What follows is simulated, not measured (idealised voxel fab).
The process module that follows is named voxel capacitor over wiring.
We display cut, a cross-section 300 nm in width whose square cells are each 5 nm.
In this document a cross-section is written as a grid of square cells. It is given as a series of bands, listed from the top down, and a band is one or more rows of cells.
Band: top height; bottom height; in nm. Then, left to right: material with width in nm, for each material. "everywhere": a single material spanning edge to edge. "air": empty space.
Heights are measured from 0, the level below which the as-received wafer is all one material; the lowest band has no bottom and continues downward, written as in "from 0 down".
A width such as "30..40" changes by the same amount from each row of cells to the next, from the band's top row to its bottom row.
It should be understood that the words "identical to before", when stated for a given step, signify that the cross-section underwent no change in any of its cells during that step.
If an empty space has no open way to the top and is at least 8 cells in size, "closed voids" lists it, written width x height at distance, where distance is measured from the left edge and every value is in nm.
Read whatever lies past the settings on a step's line as the simulator's own remark about the step.
"overlay nm", when on a step's line for a step with a mask, measures how far to the right of its planned place the mask lay; a negative measure means to the left.
THIS SECTION LISTS THE PROCESS STEPS THAT WERE PLANNED
1,RECEIVE | material Si
2,CONFORMAL_DEP | material SiO2 | thk nm 15
3,DIRECTIONAL_DEP | material TiN | thk nm 5
4,DIRECTIONAL_DEP | material Ru | thk nm 20
5,DIRECTIONAL_DEP | material aC | thk nm 15
6,PATTERN | tone cover | mask id METAL_1 | material resist | width nm 25 | pitch nm 90 | thk nm 35 | overlay nm 0
7,DIRECTIONAL_ETCH | etch materials aC | depth nm 15
8,STRIP | etch materials resist
9,DIRECTIONAL_ETCH | etch materials Ru | depth nm 20
10,DIRECTIONAL_ETCH | etch materials TiN | depth nm 5
11,STRIP | etch materials aC
12,FILL_DEP | material lowk | thk nm 10
13,CMP | height nm 40
14,CONFORMAL_DEP | material SiCN | thk nm 5
15,DIRECTIONAL_DEP | material lowk | thk nm 20
16,PATTERN | tone open | mask id PLUG_1 | material resist | width nm 15 | thk nm 20 | overlay nm 0
17,DIRECTIONAL_ETCH | etch materials lowk | depth nm 20
18,DIRECTIONAL_ETCH | etch materials SiCN | depth nm 5
19,STRIP | etch materials resist
20,CONFORMAL_DEP | material TiN | thk nm 5
21,FILL_DEP | material W | thk nm 10
22,CMP | height nm 65
23,DIRECTIONAL_DEP | material TiN | thk nm 5
24,DIRECTIONAL_DEP | material Al2O3 | thk nm 5
25,DIRECTIONAL_DEP | material TiN | thk nm 10
26,DIRECTIONAL_DEP | material aC | thk nm 15
27,PATTERN | tone cover | mask id UPPER_PLATE | material resist | width nm 70 | thk nm 30 | overlay nm 0
28,DIRECTIONAL_ETCH | etch materials aC | depth nm 15
29,STRIP | etch materials resist
30,DIRECTIONAL_ETCH | etch materials TiN | depth nm 10
31,DIRECTIONAL_ETCH | etch materials Al2O3 | depth nm 5
32,STRIP | etch materials aC
33,MASKED_ETCH | tone cover | mask id LOWER_PLATE | width nm 80 | etch materials TiN | depth nm 5 | overlay nm 0
34,FILL_DEP | material SiO2 | thk nm 20
35,CMP | height nm 100
36,PATTERN | tone open | mask id PLUG_2 | material resist | width nm 15 | thk nm 20 | overlay nm 0
37,DIRECTIONAL_ETCH | etch materials SiO2 | depth nm 15
38,STRIP | etch materials resist
39,CONFORMAL_DEP | material TiN | thk nm 5
40,FILL_DEP | material Ru | thk nm 5
41,CMP | height nm 100
42,CONFORMAL_DEP | material SiN | thk nm 5
CONCERNING THE FIRST OF TWO WAFERS, WHICH WAS RUN IN ACCORDANCE WITH THE PLAN
CROSS-SECTION OF THE INCOMING WAFER, STATE AFTER STEP 1
- from 0 down | Si everywhere
- closed voids: none
STATE OF THE WAFER AFTER STEP 2, SHOWN IN CROSS-SECTION
- from 15 to 0 | SiO2 everywhere
- Lower than 0, everything is as it was.
STATE OF THE WAFER AFTER STEP 3, SHOWN IN CROSS-SECTION
- from 20 to 15 | TiN everywhere
- Lower than 15, everything is as it was.
STATE OF THE WAFER AFTER STEP 4, SHOWN IN CROSS-SECTION
- from 40 to 20 | Ru everywhere
- Lower than 20, everything is as it was.
STATE OF THE WAFER AFTER STEP 5, SHOWN IN CROSS-SECTION
- from 55 to 40 | aC everywhere
- Lower than 40, everything is as it was.
STATE OF THE WAFER AFTER STEP 6, SHOWN IN CROSS-SECTION
- from 90 to 55 | 90 of air | 25 of resist | 65 of air | 25 of resist | 95 of air
- Lower than 55, everything is as it was.
STATE OF THE WAFER AFTER STEP 7, SHOWN IN CROSS-SECTION
- from 75 to 55 | 90 of air | 25 of resist | 65 of air | 25 of resist | 95 of air
- from 55 to 40 | 90 of air | 25 of aC | 65 of air | 25 of aC | 95 of air
- Lower than 40, everything is as it was.
STATE OF THE WAFER AFTER STEP 8, SHOWN IN CROSS-SECTION
- from 55 to 40 | 90 of air | 25 of aC | 65 of air | 25 of aC | 95 of air
- Lower than 40, everything is as it was.
STATE OF THE WAFER AFTER STEP 9, SHOWN IN CROSS-SECTION
- from 55 to 40 | 90 of air | 25 of aC | 65 of air | 25 of aC | 95 of air
- from 40 to 20 | 90 of air | 25 of Ru | 65 of air | 25 of Ru | 95 of air
- Lower than 20, everything is as it was.
STATE OF THE WAFER AFTER STEP 10, SHOWN IN CROSS-SECTION
- from 55 to 40 | 90 of air | 25 of aC | 65 of air | 25 of aC | 95 of air
- from 40 to 20 | 90 of air | 25 of Ru | 65 of air | 25 of Ru | 95 of air
- from 20 to 15 | 90 of air | 25 of TiN | 65 of air | 25 of TiN | 95 of air
- Lower than 15, everything is as it was.
STATE OF THE WAFER AFTER STEP 11, SHOWN IN CROSS-SECTION
- from 40 to 20 | 90 of air | 25 of Ru | 65 of air | 25 of Ru | 95 of air
- Lower than 20, everything is as it was.
STATE OF THE WAFER AFTER STEP 12, SHOWN IN CROSS-SECTION
- from 50 to 40 | lowk everywhere
- from 40 to 20 | 90 of lowk | 25 of Ru | 65 of lowk | 25 of Ru | 95 of lowk
- from 20 to 15 | 90 of lowk | 25 of TiN | 65 of lowk | 25 of TiN | 95 of lowk
- Lower than 15, everything is as it was.
STATE OF THE WAFER AFTER STEP 13, SHOWN IN CROSS-SECTION
- from 40 to 20 | 90 of lowk | 25 of Ru | 65 of lowk | 25 of Ru | 95 of lowk
- Lower than 20, everything is as it was.
STATE OF THE WAFER AFTER STEP 14, SHOWN IN CROSS-SECTION
- from 45 to 40 | SiCN everywhere
- Lower than 40, everything is as it was.
STATE OF THE WAFER AFTER STEP 15, SHOWN IN CROSS-SECTION
- from 65 to 45 | lowk everywhere
- Lower than 45, everything is as it was.
STATE OF THE WAFER AFTER STEP 16, SHOWN IN CROSS-SECTION
- from 85 to 65 | 100 of resist | 15 of air | 185 of resist
- Lower than 65, everything is as it was.
STATE OF THE WAFER AFTER STEP 17, SHOWN IN CROSS-SECTION
- from 85 to 65 | 100 of resist | 15 of air | 185 of resist
- from 65 to 45 | 100 of lowk | 15 of air | 185 of lowk
- Lower than 45, everything is as it was.
STATE OF THE WAFER AFTER STEP 18, SHOWN IN CROSS-SECTION
- from 85 to 65 | 100 of resist | 15 of air | 185 of resist
- from 65 to 45 | 100 of lowk | 15 of air | 185 of lowk
- from 45 to 40 | 100 of SiCN | 15 of air | 185 of SiCN
- Lower than 40, everything is as it was.
STATE OF THE WAFER AFTER STEP 19, SHOWN IN CROSS-SECTION
- from 65 to 45 | 100 of lowk | 15 of air | 185 of lowk
- Lower than 45, everything is as it was.
STATE OF THE WAFER AFTER STEP 20, SHOWN IN CROSS-SECTION
- from 70 to 65 | 105 of TiN | 5 of air | 190 of TiN
- from 65 to 45 | 100 of lowk | 5 of TiN | 5 of air | 5 of TiN | 185 of lowk
- from 45 to 40 | 100 of SiCN | 15 of TiN | 185 of SiCN
- Lower than 40, everything is as it was.
STATE OF THE WAFER AFTER STEP 21, SHOWN IN CROSS-SECTION
- from 80 to 70 | W everywhere
- from 70 to 65 | 105 of TiN | 5 of W | 190 of TiN
- from 65 to 45 | 100 of lowk | 5 of TiN | 5 of W | 5 of TiN | 185 of lowk
- Lower than 45, everything is as it was.
STATE OF THE WAFER AFTER STEP 22, SHOWN IN CROSS-SECTION
- from 65 to 45 | 100 of lowk | 5 of TiN | 5 of W | 5 of TiN | 185 of lowk
- Lower than 45, everything is as it was.
STATE OF THE WAFER AFTER STEP 23, SHOWN IN CROSS-SECTION
- from 70 to 65 | TiN everywhere
- Lower than 65, everything is as it was.
STATE OF THE WAFER AFTER STEP 24, SHOWN IN CROSS-SECTION
- from 75 to 70 | Al2O3 everywhere
- Lower than 70, everything is as it was.
STATE OF THE WAFER AFTER STEP 25, SHOWN IN CROSS-SECTION
- from 85 to 75 | TiN everywhere
- Lower than 75, everything is as it was.
STATE OF THE WAFER AFTER STEP 26, SHOWN IN CROSS-SECTION
- from 100 to 85 | aC everywhere
- Lower than 85, everything is as it was.
STATE OF THE WAFER AFTER STEP 27, SHOWN IN CROSS-SECTION
- from 130 to 100 | 100 of air | 70 of resist | 130 of air
- Lower than 100, everything is as it was.
STATE OF THE WAFER AFTER STEP 28, SHOWN IN CROSS-SECTION
- from 115 to 100 | 100 of air | 70 of resist | 130 of air
- from 100 to 85 | 100 of air | 70 of aC | 130 of air
- Lower than 85, everything is as it was.
STATE OF THE WAFER AFTER STEP 29, SHOWN IN CROSS-SECTION
- from 100 to 85 | 100 of air | 70 of aC | 130 of air
- Lower than 85, everything is as it was.
STATE OF THE WAFER AFTER STEP 30, SHOWN IN CROSS-SECTION
- from 100 to 85 | 100 of air | 70 of aC | 130 of air
- from 85 to 75 | 100 of air | 70 of TiN | 130 of air
- Lower than 75, everything is as it was.
STATE OF THE WAFER AFTER STEP 31, SHOWN IN CROSS-SECTION
- from 100 to 85 | 100 of air | 70 of aC | 130 of air
- from 85 to 75 | 100 of air | 70 of TiN | 130 of air
- from 75 to 70 | 100 of air | 70 of Al2O3 | 130 of air
- Lower than 70, everything is as it was.
STATE OF THE WAFER AFTER STEP 32, SHOWN IN CROSS-SECTION
- from 85 to 75 | 100 of air | 70 of TiN | 130 of air
- Lower than 75, everything is as it was.
STATE OF THE WAFER AFTER STEP 33, SHOWN IN CROSS-SECTION
- from 85 to 75 | 100 of air | 70 of TiN | 130 of air
- from 75 to 70 | 100 of air | 70 of Al2O3 | 130 of air
- from 70 to 65 | 95 of air | 80 of TiN | 125 of air
- Lower than 65, everything is as it was.
STATE OF THE WAFER AFTER STEP 34, SHOWN IN CROSS-SECTION
- from 105 to 85 | SiO2 everywhere
- from 85 to 75 | 100 of SiO2 | 70 of TiN | 130 of SiO2
- from 75 to 70 | 100 of SiO2 | 70 of Al2O3 | 130 of SiO2
- from 70 to 65 | 95 of SiO2 | 80 of TiN | 125 of SiO2
- Lower than 65, everything is as it was.
STATE OF THE WAFER AFTER STEP 35, SHOWN IN CROSS-SECTION
- from 100 to 85 | SiO2 everywhere
- Lower than 85, everything is as it was.
STATE OF THE WAFER AFTER STEP 36, SHOWN IN CROSS-SECTION
- from 120 to 100 | 110 of resist | 15 of air | 175 of resist
- Lower than 100, everything is as it was.
STATE OF THE WAFER AFTER STEP 37, SHOWN IN CROSS-SECTION
- from 120 to 100 | 110 of resist | 15 of air | 175 of resist
- from 100 to 85 | 110 of SiO2 | 15 of air | 175 of SiO2
- Lower than 85, everything is as it was.
STATE OF THE WAFER AFTER STEP 38, SHOWN IN CROSS-SECTION
- from 100 to 85 | 110 of SiO2 | 15 of air | 175 of SiO2
- Lower than 85, everything is as it was.
STATE OF THE WAFER AFTER STEP 39, SHOWN IN CROSS-SECTION
- from 105 to 100 | 115 of TiN | 5 of air | 180 of TiN
- from 100 to 90 | 110 of SiO2 | 5 of TiN | 5 of air | 5 of TiN | 175 of SiO2
- from 90 to 85 | 110 of SiO2 | 15 of TiN | 175 of SiO2
- Lower than 85, everything is as it was.
STATE OF THE WAFER AFTER STEP 40, SHOWN IN CROSS-SECTION
- from 110 to 105 | Ru everywhere
- from 105 to 100 | 115 of TiN | 5 of Ru | 180 of TiN
- from 100 to 90 | 110 of SiO2 | 5 of TiN | 5 of Ru | 5 of TiN | 175 of SiO2
- Lower than 90, everything is as it was.
STATE OF THE WAFER AFTER STEP 41, SHOWN IN CROSS-SECTION
- from 100 to 90 | 110 of SiO2 | 5 of TiN | 5 of Ru | 5 of TiN | 175 of SiO2
- Lower than 90, everything is as it was.
STATE OF THE WAFER AFTER STEP 42, SHOWN IN CROSS-SECTION
- from 105 to 100 | SiN everywhere
- Lower than 100, everything is as it was.
COMPANION WAFER, THE SECOND OF TWO: SAME BEGINNING, SAME INTENDED SEQUENCE, ONE MISTAKE IN CARRYING IT OUT; THROUGH STEP 1 INCLUSIVE IT TRACKS THE FIRST EXACTLY
WHEN STEP 2 SHOULD HAVE ENDED
- from 25 to 0 | SiO2 everywhere
- Lower than 0, everything is as it was.
WHEN STEP 3 SHOULD HAVE ENDED
- from 30 to 25 | TiN everywhere
- Lower than 25, everything is as it was.
WHEN STEP 4 SHOULD HAVE ENDED
- from 50 to 30 | Ru everywhere
- Lower than 30, everything is as it was.
WHEN STEP 5 SHOULD HAVE ENDED
- from 65 to 50 | aC everywhere
- Lower than 50, everything is as it was.
WHEN STEP 6 SHOULD HAVE ENDED
- from 100 to 65 | 90 of air | 25 of resist | 65 of air | 25 of resist | 95 of air
- Lower than 65, everything is as it was.
WHEN STEP 7 SHOULD HAVE ENDED
- from 85 to 65 | 90 of air | 25 of resist | 65 of air | 25 of resist | 95 of air
- from 65 to 50 | 90 of air | 25 of aC | 65 of air | 25 of aC | 95 of air
- Lower than 50, everything is as it was.
WHEN STEP 8 SHOULD HAVE ENDED
- from 65 to 50 | 90 of air | 25 of aC | 65 of air | 25 of aC | 95 of air
- Lower than 50, everything is as it was.
WHEN STEP 9 SHOULD HAVE ENDED
- from 65 to 50 | 90 of air | 25 of aC | 65 of air | 25 of aC | 95 of air
- from 50 to 30 | 90 of air | 25 of Ru | 65 of air | 25 of Ru | 95 of air
- Lower than 30, everything is as it was.
WHEN STEP 10 SHOULD HAVE ENDED
- from 65 to 50 | 90 of air | 25 of aC | 65 of air | 25 of aC | 95 of air
- from 50 to 30 | 90 of air | 25 of Ru | 65 of air | 25 of Ru | 95 of air
- from 30 to 25 | 90 of air | 25 of TiN | 65 of air | 25 of TiN | 95 of air
- Lower than 25, everything is as it was.
WHEN STEP 11 SHOULD HAVE ENDED
- from 50 to 30 | 90 of air | 25 of Ru | 65 of air | 25 of Ru | 95 of air
- Lower than 30, everything is as it was.
WHEN STEP 12 SHOULD HAVE ENDED
- from 60 to 50 | lowk everywhere
- from 50 to 30 | 90 of lowk | 25 of Ru | 65 of lowk | 25 of Ru | 95 of lowk
- from 30 to 25 | 90 of lowk | 25 of TiN | 65 of lowk | 25 of TiN | 95 of lowk
- Lower than 25, everything is as it was.
WHEN STEP 13 SHOULD HAVE ENDED
- from 40 to 30 | 90 of lowk | 25 of Ru | 65 of lowk | 25 of Ru | 95 of lowk
- Lower than 30, everything is as it was.
WHEN STEP 14 SHOULD HAVE ENDED
- from 45 to 40 | SiCN everywhere
- Lower than 40, everything is as it was.
WHEN STEP 15 SHOULD HAVE ENDED
- from 65 to 45 | lowk everywhere
- Lower than 45, everything is as it was.
WHEN STEP 16 SHOULD HAVE ENDED
- from 85 to 65 | 100 of resist | 15 of air | 185 of resist
- Lower than 65, everything is as it was.
WHEN STEP 17 SHOULD HAVE ENDED
- from 85 to 65 | 100 of resist | 15 of air | 185 of resist
- from 65 to 45 | 100 of lowk | 15 of air | 185 of lowk
- Lower than 45, everything is as it was.
WHEN STEP 18 SHOULD HAVE ENDED
- from 85 to 65 | 100 of resist | 15 of air | 185 of resist
- from 65 to 45 | 100 of lowk | 15 of air | 185 of lowk
- from 45 to 40 | 100 of SiCN | 15 of air | 185 of SiCN
- Lower than 40, everything is as it was.
WHEN STEP 19 SHOULD HAVE ENDED
- from 65 to 45 | 100 of lowk | 15 of air | 185 of lowk
- Lower than 45, everything is as it was.
WHEN STEP 20 SHOULD HAVE ENDED
- from 70 to 65 | 105 of TiN | 5 of air | 190 of TiN
- from 65 to 45 | 100 of lowk | 5 of TiN | 5 of air | 5 of TiN | 185 of lowk
- from 45 to 40 | 100 of SiCN | 15 of TiN | 185 of SiCN
- Lower than 40, everything is as it was.
WHEN STEP 21 SHOULD HAVE ENDED
- from 80 to 70 | W everywhere
- from 70 to 65 | 105 of TiN | 5 of W | 190 of TiN
- from 65 to 45 | 100 of lowk | 5 of TiN | 5 of W | 5 of TiN | 185 of lowk
- Lower than 45, everything is as it was.
WHEN STEP 22 SHOULD HAVE ENDED
- from 65 to 45 | 100 of lowk | 5 of TiN | 5 of W | 5 of TiN | 185 of lowk
- Lower than 45, everything is as it was.
WHEN STEP 23 SHOULD HAVE ENDED
- from 70 to 65 | TiN everywhere
- Lower than 65, everything is as it was.
WHEN STEP 24 SHOULD HAVE ENDED
- from 75 to 70 | Al2O3 everywhere
- Lower than 70, everything is as it was.
WHEN STEP 25 SHOULD HAVE ENDED
- from 85 to 75 | TiN everywhere
- Lower than 75, everything is as it was.
WHEN STEP 26 SHOULD HAVE ENDED
- from 100 to 85 | aC everywhere
- Lower than 85, everything is as it was.
WHEN STEP 27 SHOULD HAVE ENDED
- from 130 to 100 | 100 of air | 70 of resist | 130 of air
- Lower than 100, everything is as it was.
WHEN STEP 28 SHOULD HAVE ENDED
- from 115 to 100 | 100 of air | 70 of resist | 130 of air
- from 100 to 85 | 100 of air | 70 of aC | 130 of air
- Lower than 85, everything is as it was.
WHEN STEP 29 SHOULD HAVE ENDED
- from 100 to 85 | 100 of air | 70 of aC | 130 of air
- Lower than 85, everything is as it was.
WHEN STEP 30 SHOULD HAVE ENDED
- from 100 to 85 | 100 of air | 70 of aC | 130 of air
- from 85 to 75 | 100 of air | 70 of TiN | 130 of air
- Lower than 75, everything is as it was.
WHEN STEP 31 SHOULD HAVE ENDED
- from 100 to 85 | 100 of air | 70 of aC | 130 of air
- from 85 to 75 | 100 of air | 70 of TiN | 130 of air
- from 75 to 70 | 100 of air | 70 of Al2O3 | 130 of air
- Lower than 70, everything is as it was.
WHEN STEP 32 SHOULD HAVE ENDED
- from 85 to 75 | 100 of air | 70 of TiN | 130 of air
- Lower than 75, everything is as it was.
WHEN STEP 33 SHOULD HAVE ENDED
- from 85 to 75 | 100 of air | 70 of TiN | 130 of air
- from 75 to 70 | 100 of air | 70 of Al2O3 | 130 of air
- from 70 to 65 | 95 of air | 80 of TiN | 125 of air
- Lower than 65, everything is as it was.
WHEN STEP 34 SHOULD HAVE ENDED
- from 105 to 85 | SiO2 everywhere
- from 85 to 75 | 100 of SiO2 | 70 of TiN | 130 of SiO2
- from 75 to 70 | 100 of SiO2 | 70 of Al2O3 | 130 of SiO2
- from 70 to 65 | 95 of SiO2 | 80 of TiN | 125 of SiO2
- Lower than 65, everything is as it was.
WHEN STEP 35 SHOULD HAVE ENDED
- from 100 to 85 | SiO2 everywhere
- Lower than 85, everything is as it was.
WHEN STEP 36 SHOULD HAVE ENDED
- from 120 to 100 | 110 of resist | 15 of air | 175 of resist
- Lower than 100, everything is as it was.
WHEN STEP 37 SHOULD HAVE ENDED
- from 120 to 100 | 110 of resist | 15 of air | 175 of resist
- from 100 to 85 | 110 of SiO2 | 15 of air | 175 of SiO2
- Lower than 85, everything is as it was.
WHEN STEP 38 SHOULD HAVE ENDED
- from 100 to 85 | 110 of SiO2 | 15 of air | 175 of SiO2
- Lower than 85, everything is as it was.
WHEN STEP 39 SHOULD HAVE ENDED
- from 105 to 100 | 115 of TiN | 5 of air | 180 of TiN
- from 100 to 90 | 110 of SiO2 | 5 of TiN | 5 of air | 5 of TiN | 175 of SiO2
- from 90 to 85 | 110 of SiO2 | 15 of TiN | 175 of SiO2
- Lower than 85, everything is as it was.
WHEN STEP 40 SHOULD HAVE ENDED
- from 110 to 105 | Ru everywhere
- from 105 to 100 | 115 of TiN | 5 of Ru | 180 of TiN
- from 100 to 90 | 110 of SiO2 | 5 of TiN | 5 of Ru | 5 of TiN | 175 of SiO2
- Lower than 90, everything is as it was.
WHEN STEP 41 SHOULD HAVE ENDED
- from 100 to 90 | 110 of SiO2 | 5 of TiN | 5 of Ru | 5 of TiN | 175 of SiO2
- Lower than 90, everything is as it was.
WHEN STEP 42 SHOULD HAVE ENDED
- from 105 to 100 | SiN everywhere
- Lower than 100, everything is as it was.
Processing error: step 2 was processed under conditions differing from the plan, specifically as CONFORMAL_DEP | material SiO2 | thk nm 25
Wrapping up, a cell-based count of both wafers puts the second over or under the first for these materials: Ru -20, SiO2 +120, lowk -100
